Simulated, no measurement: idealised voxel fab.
The process module that follows is named voxel double patterning.
Square cell edge 5 nm, section width 260 nm, ID cut.
Think of the cross-section as a grid of square cells. We describe it in bands, top to bottom, and each band covers one or more rows of those cells.
Band: top height; bottom height; in nm. Then, left to right: material with width in nm, for each material. "full width": a single material spanning edge to edge. "empty": empty space.
Note: height 0 marks the level under which the wafer is uniformly one material as received. Lowest band unbounded below, written "from 0 down".
Width: "30..40" (first number = top row, second number = bottom row, same change from row to row of cells).
It should be understood that the words "nothing altered", when stated for a given step, signify that the cross-section underwent no change in any of its cells during that step.
The list in "Catalogued sealed voids" covers empty spaces of 8 cells or more that cannot reach the top through any open way, and it gives each as width x height at distance; the distance is from the left edge, and width, height and distance are in nm.
Heads up: the bit after the settings on a step's line is the simulator's remark on that step.
overlay nm, on a step with a mask: how far to the right of its planned place the mask lay; to the left if negative
Steps planned for the process:
- 1: RECEIVE: material Si
- 2: CONFORMAL_DEP: material SiN, thk nm 5
- 3: DIRECTIONAL_DEP: material SiO2, thk nm 15
- 4: DIRECTIONAL_DEP: material SiCN, thk nm 10
- 5: MASKED_ETCH: tone open, mask id FIRST, width nm 15, pitch nm 50, etch materials SiCN, depth nm 10, overlay nm 0
- 6: DIRECTIONAL_DEP: material aC, thk nm 15
- 7: PATTERN: tone open, mask id SECOND, material resist, width nm 15, pitch nm 50, thk nm 35, overlay nm 0
- 8: DIRECTIONAL_ETCH: etch materials aC, depth nm 15
- 9: STRIP: etch materials resist
- 10: DIRECTIONAL_ETCH: etch materials SiCN, depth nm 10
- 11: STRIP: etch materials aC
- 12: DIRECTIONAL_ETCH: etch materials SiO2, depth nm 15
- 13: STRIP: etch materials SiCN
Incoming wafer in cross-section (state: after step 1):
* from 0 down  Si full width
* Catalogued sealed voids: none
Same starting wafer, same plan as above, one mistake in the execution; this is the cross-section at the end of the module:
* from 35 to 20  SiO2=70  empty=15  SiO2=10  empty=15  SiO2=10  empty=15  SiO2=10  empty=15  SiO2=10  empty=15  SiO2=75
* from 20 to 5  SiO2 full width
* from 5 to 0  SiN full width
* from 0 down  Si full width
* Catalogued sealed voids: none
The mistake made against the process plan was this: plan step 3 ran twice
